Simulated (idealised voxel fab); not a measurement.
The document below concerns the process module designated voxel released beams.
Displayed cross-section: cut, width of 140 nm, square cells sized 5 nm.
Just so we're on the same page, the cross-sections are grids of square cells, and they're listed out in bands top to bottom, each band one or more rows deep. The entry gives the band's vertical extent as a top height and a bottom height in nm, then its horizontal make-up as materials from left to right, each with a width in nm. "blank" stands for empty space; a single material marked "everywhere" fills the band edge to edge. A quick word on heights: they are counted from 0, and under that level the wafer as it came to us is one material throughout. The lowest band is different from the rest in having no bottom; it simply continues downward, written as in "0..down". It should be noted that a width expressed as "30->40" varies in equal increments from row to row of cells within the band, taking the value of the first number at the top row and that of the second number at the bottom row. For the purposes of this document, the phrase "same as before" attached to a step denotes that no cell within the cross-section was modified by that step. "Closed cavities" - sealed voids, min. 8 cells, no opening to top; format: width x height at distance (distance from left edge; nm throughout). If you see something after the settings on a step's line, that's the simulator's own remark about that step. overlay nm, on a step with a mask: how far to the right of its planned place the mask lay; to the left if negative.

STEPS IN THE PROCESS PLAN
step 1: RECEIVE,material Si
step 2: CONFORMAL_DEP,material SiN,thk nm 5
step 3: DIRECTIONAL_DEP,material SiO2,thk nm 10
step 4: DIRECTIONAL_DEP,material aC,thk nm 15
step 5: PATTERN,tone open,mask id ANCHOR,material resist,width nm 25,thk nm 30,overlay nm 0
step 6: DIRECTIONAL_ETCH,etch materials aC,depth nm 15
step 7: STRIP,etch materials resist
step 8: DIRECTIONAL_ETCH,etch materials SiO2,depth nm 10
step 9: STRIP,etch materials aC
step 10: CONFORMAL_DEP,material W,thk nm 10
step 11: MASKED_ETCH,tone cover,mask id BEAM,width nm 70,etch materials W,depth nm 10,overlay nm 0
step 12: STRIP,etch materials SiO2

FIRST OF TWO WAFERS, PROCESSED ACCORDING TO PLAN

CROSS-SECTION: WAFER ON ARRIVAL = AFTER STEP 1
- 0..down  Si everywhere
- Closed cavities: none

AFTER STEP 2
- 5..0  SiN everywhere
- Below a height of 0, the structure has not been altered.

AFTER STEP 3
- 15..5  SiO2 everywhere
- Below a height of 5, the structure has not been altered.

AFTER STEP 4
- 30..15  aC everywhere
- Below a height of 15, the structure has not been altered.

AFTER STEP 5
- 60..30  resist: 35  blank: 25  resist: 80
- Below a height of 30, the structure has not been altered.

AFTER STEP 6
- 45..30  resist: 35  blank: 25  resist: 80
- 30..15  aC: 35  blank: 25  aC: 80
- Below a height of 15, the structure has not been altered.

AFTER STEP 7
- 30..15  aC: 35  blank: 25  aC: 80
- Below a height of 15, the structure has not been altered.

AFTER STEP 8
- 30..15  aC: 35  blank: 25  aC: 80
- 15..5  SiO2: 35  blank: 25  SiO2: 80
- Below a height of 5, the structure has not been altered.

AFTER STEP 9
- 15..5  SiO2: 35  blank: 25  SiO2: 80
- Below a height of 5, the structure has not been altered.

AFTER STEP 10
- 25..15  W: 45  blank: 5  W: 90
- 15..5  SiO2: 35  W: 25  SiO2: 80
- Below a height of 5, the structure has not been altered.

AFTER STEP 11
- 25..15  blank: 30  W: 15  blank: 5  W: 50  blank: 40
- Below a height of 15, the structure has not been altered.

AFTER STEP 12
- 25..15  blank: 30  W: 15  blank: 5  W: 50  blank: 40
- 15..5  blank: 35  W: 25  blank: 80
- Below a height of 5, the structure has not been altered.

WAFER TWO: LIKE WAFER ONE IN START AND PLAN, BUT WITH ONE MISTAKE IN EXECUTION; IDENTICAL UP TO AND INCLUDING STEP 4

HERE IS THE SECOND WAFER IN CROSS-SECTION AT THE POINT WHERE STEP 5 OF THE PLAN SHOULD HAVE BEEN DONE
- 60..30  resist: 40  blank: 15  resist: 85
- Below a height of 30, the structure has not been altered.

HERE IS THE SECOND WAFER IN CROSS-SECTION AT THE POINT WHERE STEP 6 OF THE PLAN SHOULD HAVE BEEN DONE
- 45..30  resist: 40  blank: 15  resist: 85
- 30..15  aC: 40  blank: 15  aC: 85
- Below a height of 15, the structure has not been altered.

HERE IS THE SECOND WAFER IN CROSS-SECTION AT THE POINT WHERE STEP 7 OF THE PLAN SHOULD HAVE BEEN DONE
- 30..15  aC: 40  blank: 15  aC: 85
- Below a height of 15, the structure has not been altered.

HERE IS THE SECOND WAFER IN CROSS-SECTION AT THE POINT WHERE STEP 8 OF THE PLAN SHOULD HAVE BEEN DONE
- 30..15  aC: 40  blank: 15  aC: 85
- 15..5  SiO2: 40  blank: 15  SiO2: 85
- Below a height of 5, the structure has not been altered.

HERE IS THE SECOND WAFER IN CROSS-SECTION AT THE POINT WHERE STEP 9 OF THE PLAN SHOULD HAVE BEEN DONE
- 15..5  SiO2: 40  blank: 15  SiO2: 85
- Below a height of 5, the structure has not been altered.

HERE IS THE SECOND WAFER IN CROSS-SECTION AT THE POINT WHERE STEP 10 OF THE PLAN SHOULD HAVE BEEN DONE
- 25..15  W everywhere
- 15..5  SiO2: 40  W: 15  SiO2: 85
- Below a height of 5, the structure has not been altered.

HERE IS THE SECOND WAFER IN CROSS-SECTION AT THE POINT WHERE STEP 11 OF THE PLAN SHOULD HAVE BEEN DONE
- 25..15  blank: 30  W: 70  blank: 40
- Below a height of 15, the structure has not been altered.

HERE IS THE SECOND WAFER IN CROSS-SECTION AT THE POINT WHERE STEP 12 OF THE PLAN SHOULD HAVE BEEN DONE
- 25..15  blank: 30  W: 70  blank: 40
- 15..5  blank: 40  W: 15  blank: 85
- Below a height of 5, the structure has not been altered.
Diagnosis: step 5, actual vs plan mismatch, actual run PATTERN,tone open,mask id ANCHOR,material resist,width nm 15,thk nm 30,overlay nm 0
In the final state, the cell counts of the second wafer exceed or fall short of those of the first for the following materials: -2 W
